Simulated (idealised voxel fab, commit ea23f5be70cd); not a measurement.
A process module follows: voxel transistor to metal.
Section shown: cut. Width: 240 nm. Cell size: 5 nm, square.
Cross-section spec: square-cell grid; bands listed top down; each band is one or more rows. Each band's line starts with the height of the band's top and of its bottom, in nm. Then come its materials from left to right, each with its width in nm. One material with "all across" fills the band from edge to edge. "air" is empty space. The level at which height equals 0 is the one under which the wafer, as it arrives, is entirely one material. No lower edge exists for the bottom band, which continues downward and is notated as in "0 and below". Width: "30 to 40" (first number = top row, second number = bottom row, same change from row to row of cells). You'll sometimes find "nothing changed" written for a step, and that's the way of saying that nowhere in the cross-section did a cell change during that step. Reported under the label "Unvented internal voids" are the empty spaces having no open way to the top and comprising 8 cells or more; the notation for each is width x height at distance, in which the distance is measured from the left edge and all three values are in nm. Text after the settings on a step's line: the simulator's own remark on that step. overlay nm: mask offset rightward from planned place, masked step; negative means leftward offset.

Here's what the planned process steps look like
| 1 | RECEIVE [material Si] |
| 2 | CONFORMAL_DEP [material SiO2] [thk nm 5] |
| 3 | CONFORMAL_DEP [material SiN] [thk nm 15] |
| 4 | PATTERN [tone cover] [mask id ACTIVE] [material resist] [width nm 95] [pitch nm 115] [thk nm 15] [overlay nm 0] |
| 5 | DIRECTIONAL_ETCH [etch materials SiN] [depth nm 15] |
| 6 | DIRECTIONAL_ETCH [etch materials SiO2] [depth nm 5] |
| 7 | DIRECTIONAL_ETCH [etch materials Si] [depth nm 35] |
| 8 | STRIP [etch materials resist] |
| 9 | OXIDIZE [depth nm 5] |
| 10 | FILL_DEP [material SiO2] [thk nm 5] |
| 11 | CMP [height nm 20] |
| 12 | SELECTIVE_ETCH [etch materials SiO2] [depth nm 10] |
| 13 | STRIP [etch materials SiN] |
| 14 | SELECTIVE_ETCH [etch materials SiO2] [depth nm 5] |
| 15 | OXIDIZE [depth nm 5] |
| 16 | DIRECTIONAL_DEP [material polySi] [thk nm 20] |
| 17 | DIRECTIONAL_DEP [material SiCN] [thk nm 15] |
| 18 | DIRECTIONAL_DEP [material aC] [thk nm 15] |
| 19 | PATTERN [tone cover] [mask id GATE] [material resist] [width nm 15] [pitch nm 115] [thk nm 30] [overlay nm 0] |
| 20 | DIRECTIONAL_ETCH [etch materials aC] [depth nm 15] |
| 21 | STRIP [etch materials resist] |
| 22 | DIRECTIONAL_ETCH [etch materials SiCN] [depth nm 25] |
| 23 | DIRECTIONAL_ETCH [etch materials polySi] [depth nm 30] |
| 24 | STRIP [etch materials aC] |
| 25 | CONFORMAL_DEP [material SiN] [thk nm 10] |
| 26 | DIRECTIONAL_ETCH [etch materials SiN] [depth nm 10] |
| 27 | DIRECTIONAL_ETCH [etch materials SiO2] [depth nm 5] |
| 28 | DIRECTIONAL_ETCH [etch materials Si] [depth nm 10] |
| 29 | EPI [material pSi] [thk nm 10] |
| 30 | FILL_DEP [material SiO2] [thk nm 10] |
| 31 | CMP [height nm 35] |
| 32 | DIRECTIONAL_DEP [material SiO2] [thk nm 10] |
| 33 | PATTERN [tone open] [mask id CONTACT] [material resist] [width nm 30] [thk nm 15] [overlay nm 0] |
| 34 | DIRECTIONAL_ETCH [etch materials SiO2] [depth nm 50] |
| 35 | STRIP [etch materials resist] |
| 36 | CONFORMAL_DEP [material TiN] [thk nm 5] |
| 37 | FILL_DEP [material Ru] [thk nm 5] |
| 38 | CMP [height nm 45] |
| 39 | DIRECTIONAL_DEP [material TiN] [thk nm 5] |
| 40 | DIRECTIONAL_DEP [material W] [thk nm 15] |
| 41 | MASKED_ETCH [tone cover] [mask id METAL_1] [width nm 15] [etch materials W] [depth nm 15] [overlay nm 0] |
| 42 | MASKED_ETCH [tone cover] [mask id METAL_1] [width nm 15] [etch materials TiN] [depth nm 5] [overlay nm 0] |
| 43 | FILL_DEP [material SiO2] [thk nm 5] |
| 44 | CMP [height nm 65] |
| 45 | CONFORMAL_DEP [material SiN] [thk nm 5] |

Cross-section: wafer on arrival = after step 1
	0 and below: Si all across
	Unvented internal voids: none

As-planned run: cross-section of the first of two wafers at end of module
	70 down to 65: SiN all across
	65 down to 50: SiO2 20 nm; W 15 nm; SiO2 55 nm; W 15 nm; SiO2 30 nm; W 15 nm; SiO2 55 nm; W 15 nm; SiO2 20 nm
	50 down to 45: SiO2 20 nm; TiN 15 nm; SiO2 55 nm; TiN 15 nm; SiO2 30 nm; TiN 15 nm; SiO2 55 nm; TiN 15 nm; SiO2 20 nm
	45 down to 35: SiO2 20 nm; TiN 5 nm; Ru 20 to 15 nm; TiN 5 to 10 nm; SiO2 25 nm; TiN 5 to 10 nm; Ru 20 to 15 nm; TiN 5 nm; SiO2 30 nm; TiN 5 nm; Ru 20 to 15 nm; TiN 5 to 10 nm; SiO2 25 nm; TiN 5 to 10 nm; Ru 20 to 15 nm; TiN 5 nm; SiO2 20 nm
	35 down to 20: SiO2 20 nm; TiN 5 nm; Ru 15 nm; TiN 5 nm; SiN 10 nm; SiCN 15 nm; SiN 10 nm; TiN 5 nm; Ru 15 nm; TiN 5 nm; SiO2 30 nm; TiN 5 nm; Ru 15 nm; TiN 5 nm; SiN 10 nm; SiCN 15 nm; SiN 10 nm; TiN 5 nm; Ru 15 nm; TiN 5 nm; SiO2 20 nm
	20 down to 10: SiO2 20 nm; TiN 5 nm; Ru 15 nm; TiN 5 nm; SiN 10 nm; polySi 15 nm; SiN 10 nm; TiN 5 nm; Ru 15 nm; TiN 5 nm; SiO2 30 nm; TiN 5 nm; Ru 15 nm; TiN 5 nm; SiN 10 nm; polySi 15 nm; SiN 10 nm; TiN 5 nm; Ru 15 nm; TiN 5 nm; SiO2 20 nm
	10 down to 5: SiO2 20 nm; TiN 5 nm; Ru 5 nm; TiN 15 nm; SiN 10 nm; polySi 15 nm; SiN 10 nm; TiN 15 nm; Ru 5 nm; TiN 5 nm; SiO2 30 nm; TiN 5 nm; Ru 5 nm; TiN 15 nm; SiN 10 nm; polySi 15 nm; SiN 10 nm; TiN 15 nm; Ru 5 nm; TiN 5 nm; SiO2 20 nm
	5 down to 0: SiO2 10 nm; SiN 10 nm; TiN 5 nm; Ru 5 nm; TiN 5 nm; pSi 10 nm; SiN 10 nm; polySi 15 nm; SiN 10 nm; pSi 10 nm; TiN 5 nm; Ru 5 nm; TiN 5 nm; SiN 10 nm; SiO2 10 nm; SiN 10 nm; TiN 5 nm; Ru 5 nm; TiN 5 nm; pSi 10 nm; SiN 10 nm; polySi 15 nm; SiN 10 nm; pSi 10 nm; TiN 5 nm; Ru 5 nm; TiN 5 nm; SiN 10 nm; SiO2 10 nm
	0 down to -5: SiO2 20 nm; TiN 15 nm; pSi 10 nm; SiO2 35 nm; pSi 10 nm; TiN 15 nm; SiO2 30 nm; TiN 15 nm; pSi 10 nm; SiO2 35 nm; pSi 10 nm; TiN 15 nm; SiO2 20 nm
	-5 down to -15: SiO2 20 nm; pSi 25 nm; Si 35 nm; pSi 25 nm; SiO2 30 nm; pSi 25 nm; Si 35 nm; pSi 25 nm; SiO2 20 nm
	-15 down to -40: SiO2 20 nm; Si 85 nm; SiO2 30 nm; Si 85 nm; SiO2 20 nm
	-40 and below: Si all across
	Unvented internal voids: none

Now the second wafer, cross-sectioned at the end of the module. Nothing different at the start, nothing different in the plan compared with the first, just one mistake when it was actually run
	70 down to 65: SiN all across
	65 down to 50: SiO2 20 nm; W 15 nm; SiO2 55 nm; W 15 nm; SiO2 30 nm; W 15 nm; SiO2 55 nm; W 15 nm; SiO2 20 nm
	50 down to 45: SiO2 20 nm; TiN 15 nm; SiO2 55 nm; TiN 15 nm; SiO2 30 nm; TiN 15 nm; SiO2 55 nm; TiN 15 nm; SiO2 20 nm
	45 down to 35: SiO2 20 nm; TiN 5 nm; Ru 20 to 15 nm; TiN 5 to 10 nm; SiO2 25 nm; TiN 5 to 10 nm; Ru 20 to 15 nm; TiN 5 nm; SiO2 30 nm; TiN 5 nm; Ru 20 to 15 nm; TiN 5 to 10 nm; SiO2 25 nm; TiN 5 to 10 nm; Ru 20 to 15 nm; TiN 5 nm; SiO2 20 nm
	35 down to 20: SiO2 20 nm; TiN 5 nm; Ru 15 nm; TiN 5 nm; SiN 10 nm; SiCN 15 nm; SiN 10 nm; TiN 5 nm; Ru 15 nm; TiN 5 nm; SiO2 30 nm; TiN 5 nm; Ru 15 nm; TiN 5 nm; SiN 10 nm; SiCN 15 nm; SiN 10 nm; TiN 5 nm; Ru 15 nm; TiN 5 nm; SiO2 20 nm
	20 down to 10: SiO2 20 nm; TiN 5 nm; Ru 15 nm; TiN 5 nm; SiN 10 nm; polySi 15 nm; SiN 10 nm; TiN 5 nm; Ru 15 nm; TiN 5 nm; SiO2 30 nm; TiN 5 nm; Ru 15 nm; TiN 5 nm; SiN 10 nm; polySi 15 nm; SiN 10 nm; TiN 5 nm; Ru 15 nm; TiN 5 nm; SiO2 20 nm
	10 down to 5: SiO2 20 nm; TiN 5 nm; Ru 5 nm; TiN 15 nm; SiN 10 nm; polySi 15 nm; SiN 10 nm; TiN 15 nm; Ru 5 nm; TiN 5 nm; SiO2 30 nm; TiN 5 nm; Ru 5 nm; TiN 15 nm; SiN 10 nm; polySi 15 nm; SiN 10 nm; TiN 15 nm; Ru 5 nm; TiN 5 nm; SiO2 20 nm
	5 down to 0: SiO2 10 nm; SiN 10 nm; TiN 15 nm; pSi 10 nm; SiN 10 nm; polySi 15 nm; SiN 10 nm; pSi 10 nm; TiN 15 nm; SiN 10 nm; SiO2 10 nm; SiN 10 nm; TiN 15 nm; pSi 10 nm; SiN 10 nm; polySi 15 nm; SiN 10 nm; pSi 10 nm; TiN 15 nm; SiN 10 nm; SiO2 10 nm
	0 down to -5: SiO2 10 nm; SiN 10 nm; pSi 25 nm; SiO2 35 nm; pSi 25 nm; SiN 10 nm; SiO2 10 nm; SiN 10 nm; pSi 25 nm; SiO2 35 nm; pSi 25 nm; SiN 10 nm; SiO2 10 nm
	-5 down to -10: SiO2 25 nm; pSi 20 nm; Si 35 nm; pSi 20 nm; SiO2 40 nm; pSi 20 nm; Si 35 nm; pSi 20 nm; SiO2 25 nm
	-10 down to -15: SiO2 20 nm; Si 5 nm; pSi 20 nm; Si 35 nm; pSi 20 nm; Si 5 nm; SiO2 30 nm; Si 5 nm; pSi 20 nm; Si 35 nm; pSi 20 nm; Si 5 nm; SiO2 20 nm
	-15 down to -40: SiO2 20 nm; Si 85 nm; SiO2 30 nm; Si 85 nm; SiO2 20 nm
	-40 and below: Si all across
	Unvented internal voids: none
Here's what went sideways: step 2 of the plan was omitted and not executed
Looking at both finished wafers in cells, the second ends up ahead of or behind the first on some materials: 4 fewer of Ru; 4 more of Si; 8 more of SiN; 4 fewer of SiO2; 8 fewer of TiN; 4 more of pSi
